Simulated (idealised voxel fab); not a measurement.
Name of the process module below: voxel capacitor over wiring
Section cut is 220 nm wide and gridded with 5 nm square cells.
This document writes a cross-section as a grid whose cells are square, and gives it as bands, listed from the top down; one or more rows of cells form a band. The entry gives the band's vertical extent as a top height and a bottom height in nm, then its horizontal make-up as materials from left to right, each with a width in nm. "blank" stands for empty space; a single material marked "full width" fills the band edge to edge. The level at which height equals 0 is the one under which the wafer, as it arrives, is entirely one material. No lower edge exists for the bottom band, which continues downward and is notated as in "z 0 and below". Per-row width for "30 to 40": begins at first number (top row of band), ends at second number (bottom row), increment between rows held constant. What does "identical to before" mean for a step? It means no cell of the cross-section changed in that step. Entry "Voids, fully enclosed". Content: empty spaces with no open connection to the top, size 8 cells or greater. Each: width x height at distance. Distance: from left edge. Unit: nm. after a step's settings: what the simulator itself notes on the step. overlay nm: where the mask lay relative to plan, measured to the right, on steps with a mask; negatives go left.
## Listed below are the process steps as planned
1 RECEIVE with material Si
2 CONFORMAL_DEP with material SiO2, thk nm 10
3 DIRECTIONAL_DEP with material TiN, thk nm 5
4 DIRECTIONAL_DEP with material W, thk nm 20
5 MASKED_ETCH with tone cover, mask id METAL_1, width nm 30, pitch nm 100, etch materials W, depth nm 20, overlay nm 0
6 MASKED_ETCH with tone cover, mask id METAL_1, width nm 30, pitch nm 100, etch materials TiN, depth nm 5, overlay nm 0
7 CONFORMAL_DEP with material SiN, thk nm 5
8 FILL_DEP with material lowk, thk nm 10
9 CMP with height nm 35
10 CONFORMAL_DEP with material SiCN, thk nm 5
11 DIRECTIONAL_DEP with material lowk, thk nm 15
12 PATTERN with tone open, mask id PLUG_1, material resist, width nm 15, thk nm 15, overlay nm 0
13 DIRECTIONAL_ETCH with etch materials lowk, depth nm 15
14 DIRECTIONAL_ETCH with etch materials SiCN, depth nm 5
15 STRIP with etch materials resist
16 EPI with material Ru, thk nm 10
17 EPI with material Ru, thk nm 10
18 DIRECTIONAL_DEP with material TiN, thk nm 10
19 DIRECTIONAL_DEP with material Al2O3, thk nm 5
20 DIRECTIONAL_DEP with material TiN, thk nm 5
21 MASKED_ETCH with tone cover, mask id UPPER_PLATE, width nm 75, etch materials TiN, depth nm 5, overlay nm 0
22 MASKED_ETCH with tone cover, mask id UPPER_PLATE, width nm 75, etch materials Al2O3, depth nm 5, overlay nm 0
23 MASKED_ETCH with tone cover, mask id LOWER_PLATE, width nm 85, etch materials TiN, depth nm 10, overlay nm 0
24 FILL_DEP with material SiO2, thk nm 15
25 CMP with height nm 85
26 MASKED_ETCH with tone open, mask id PLUG_2, width nm 15, etch materials SiO2, depth nm 10, overlay nm 0
27 CONFORMAL_DEP with material TiN, thk nm 5
28 FILL_DEP with material W, thk nm 10
29 CMP with height nm 85
30 CONFORMAL_DEP with material SiN, thk nm 5
## Concerning the first of two wafers, which was run in accordance with the plan
## Cross-section: wafer on arrival = after step 1
- z 0 and below: Si full width
- Voids, fully enclosed: none
## Cross-section of the wafer after step 2
- z 10 to 0: SiO2 full width
- Lower than 0, everything is as it was.
## Cross-section of the wafer after step 3
- z 15 to 10: TiN full width
- Lower than 10, everything is as it was.
## Cross-section of the wafer after step 4
- z 35 to 15: W full width
- Lower than 15, everything is as it was.
## Cross-section of the wafer after step 5
- z 35 to 15: 45 blank / 30 W / 70 blank / 30 W / 45 blank
- Lower than 15, everything is as it was.
## Cross-section of the wafer after step 6
- z 35 to 15: 45 blank / 30 W / 70 blank / 30 W / 45 blank
- z 15 to 10: 45 blank / 30 TiN / 70 blank / 30 TiN / 45 blank
- Lower than 10, everything is as it was.
## Cross-section of the wafer after step 7
- z 40 to 35: 40 blank / 40 SiN / 60 blank / 40 SiN / 40 blank
- z 35 to 15: 40 blank / 5 SiN / 30 W / 5 SiN / 60 blank / 5 SiN / 30 W / 5 SiN / 40 blank
- z 15 to 10: 45 SiN / 30 TiN / 70 SiN / 30 TiN / 45 SiN
- Lower than 10, everything is as it was.
## Cross-section of the wafer after step 8
- z 50 to 40: lowk full width
- z 40 to 35: 40 lowk / 40 SiN / 60 lowk / 40 SiN / 40 lowk
- z 35 to 15: 40 lowk / 5 SiN / 30 W / 5 SiN / 60 lowk / 5 SiN / 30 W / 5 SiN / 40 lowk
- Lower than 15, everything is as it was.
## Cross-section of the wafer after step 9
- z 35 to 15: 40 lowk / 5 SiN / 30 W / 5 SiN / 60 lowk / 5 SiN / 30 W / 5 SiN / 40 lowk
- Lower than 15, everything is as it was.
## Cross-section of the wafer after step 10
- z 40 to 35: SiCN full width
- Lower than 35, everything is as it was.
## Cross-section of the wafer after step 11
- z 55 to 40: lowk full width
- Lower than 40, everything is as it was.
## Cross-section of the wafer after step 12
- z 70 to 55: 60 resist / 15 blank / 145 resist
- Lower than 55, everything is as it was.
## Cross-section of the wafer after step 13
- z 70 to 55: 60 resist / 15 blank / 145 resist
- z 55 to 40: 60 lowk / 15 blank / 145 lowk
- Lower than 40, everything is as it was.
## Cross-section of the wafer after step 14
- z 70 to 55: 60 resist / 15 blank / 145 resist
- z 55 to 40: 60 lowk / 15 blank / 145 lowk
- z 40 to 35: 60 SiCN / 15 blank / 145 SiCN
- Lower than 35, everything is as it was.
## Cross-section of the wafer after step 15
- z 55 to 40: 60 lowk / 15 blank / 145 lowk
- Lower than 40, everything is as it was.
## Cross-section of the wafer after step 16
- z 55 to 45: 60 lowk / 15 blank / 145 lowk
- z 45 to 40: 60 lowk / 15 Ru / 145 lowk
- z 40 to 35: 60 SiCN / 15 Ru / 145 SiCN
- Lower than 35, everything is as it was.
## Cross-section of the wafer after step 17
- z 55 to 40: 60 lowk / 15 Ru / 145 lowk
- Lower than 40, everything is as it was.
## Cross-section of the wafer after step 18
- z 65 to 55: TiN full width
- Lower than 55, everything is as it was.
## Cross-section of the wafer after step 19
- z 70 to 65: Al2O3 full width
- Lower than 65, everything is as it was.
## Cross-section of the wafer after step 20
- z 75 to 70: TiN full width
- Lower than 70, everything is as it was.
## Cross-section of the wafer after step 21
- z 75 to 70: 60 blank / 75 TiN / 85 blank
- Lower than 70, everything is as it was.
## Cross-section of the wafer after step 22
- z 75 to 70: 60 blank / 75 TiN / 85 blank
- z 70 to 65: 60 blank / 75 Al2O3 / 85 blank
- Lower than 65, everything is as it was.
## Cross-section of the wafer after step 23
- z 75 to 70: 60 blank / 75 TiN / 85 blank
- z 70 to 65: 60 blank / 75 Al2O3 / 85 blank
- z 65 to 55: 55 blank / 85 TiN / 80 blank
- Lower than 55, everything is as it was.
## Cross-section of the wafer after step 24
- z 90 to 75: SiO2 full width
- z 75 to 70: 60 SiO2 / 75 TiN / 85 SiO2
- z 70 to 65: 60 SiO2 / 75 Al2O3 / 85 SiO2
- z 65 to 55: 55 SiO2 / 85 TiN / 80 SiO2
- Lower than 55, everything is as it was.
## Cross-section of the wafer after step 25
- z 85 to 75: SiO2 full width
- Lower than 75, everything is as it was.
## Cross-section of the wafer after step 26
- z 85 to 75: 70 SiO2 / 15 blank / 135 SiO2
- Lower than 75, everything is as it was.
## Cross-section of the wafer after step 27
- z 90 to 85: 75 TiN / 5 blank / 140 TiN
- z 85 to 80: 70 SiO2 / 5 TiN / 5 blank / 5 TiN / 135 SiO2
- z 80 to 70: 70 to 60 SiO2 / 15 to 75 TiN / 135 to 85 SiO2
- Lower than 70, everything is as it was.
## Cross-section of the wafer after step 28
- z 100 to 90: W full width
- z 90 to 85: 75 TiN / 5 W / 140 TiN
- z 85 to 80: 70 SiO2 / 5 TiN / 5 W / 5 TiN / 135 SiO2
- Lower than 80, everything is as it was.
## Cross-section of the wafer after step 29
- z 85 to 80: 70 SiO2 / 5 TiN / 5 W / 5 TiN / 135 SiO2
- Lower than 80, everything is as it was.
## Cross-section of the wafer after step 30
- z 90 to 85: SiN full width
- Lower than 85, everything is as it was.
## Wafer two. Identical start, identical plan. One mistake in execution. Identical history through step 16
## Cross-section of the second wafer at the time step 17 of the plan should have ended
- z 65 to 55: 60 TiN / 15 blank / 145 TiN
- z 55 to 45: 60 lowk / 15 TiN / 145 lowk
- Lower than 45, everything is as it was.
## Cross-section of the second wafer at the time step 18 of the plan should have ended
- z 75 to 65: Ru full width
- z 65 to 55: 60 TiN / 15 Ru / 145 TiN
- Lower than 55, everything is as it was.
## Cross-section of the second wafer at the time step 19 of the plan should have ended
- z 80 to 75: Al2O3 full width
- Lower than 75, everything is as it was.
## Cross-section of the second wafer at the time step 20 of the plan should have ended
- z 85 to 80: TiN full width
- Lower than 80, everything is as it was.
## Cross-section of the second wafer at the time step 21 of the plan should have ended
- z 85 to 80: 60 blank / 75 TiN / 85 blank
- Lower than 80, everything is as it was.
## Cross-section of the second wafer at the time step 22 of the plan should have ended
- z 85 to 80: 60 blank / 75 TiN / 85 blank
- z 80 to 75: 60 blank / 75 Al2O3 / 85 blank
- Lower than 75, everything is as it was.
Cross-section of the second wafer at the time step 23 of the plan should have ended: identical to before
## Cross-section of the second wafer at the time step 24 of the plan should have ended
- z 100 to 85: SiO2 full width
- z 85 to 80: 60 SiO2 / 75 TiN / 85 SiO2
- z 80 to 75: 60 SiO2 / 75 Al2O3 / 85 SiO2
- Lower than 75, everything is as it was.
## Cross-section of the second wafer at the time step 25 of the plan should have ended
- z 85 to 80: 60 SiO2 / 75 TiN / 85 SiO2
- Lower than 80, everything is as it was.
Cross-section of the second wafer at the time step 26 of the plan should have ended: identical to before
## Cross-section of the second wafer at the time step 27 of the plan should have ended
- z 90 to 85: TiN full width
- Lower than 85, everything is as it was.
## Cross-section of the second wafer at the time step 28 of the plan should have ended
- z 100 to 90: W full width
- Lower than 90, everything is as it was.
## Cross-section of the second wafer at the time step 29 of the plan should have ended
- z 85 to 80: 60 SiO2 / 75 TiN / 85 SiO2
- Lower than 80, everything is as it was.
## Cross-section of the second wafer at the time step 30 of the plan should have ended
- z 90 to 85: SiN full width
- Lower than 85, everything is as it was.
In executing the process, a mistake was made relative to the plan: the executed order of steps 17 and 18 is the reverse of that specified in the plan, each step having taken the other's position
End check, counted in cells, second wafer has more or fewer of these materials than the first: +88 Ru, -136 SiO2, +49 TiN, -1 W
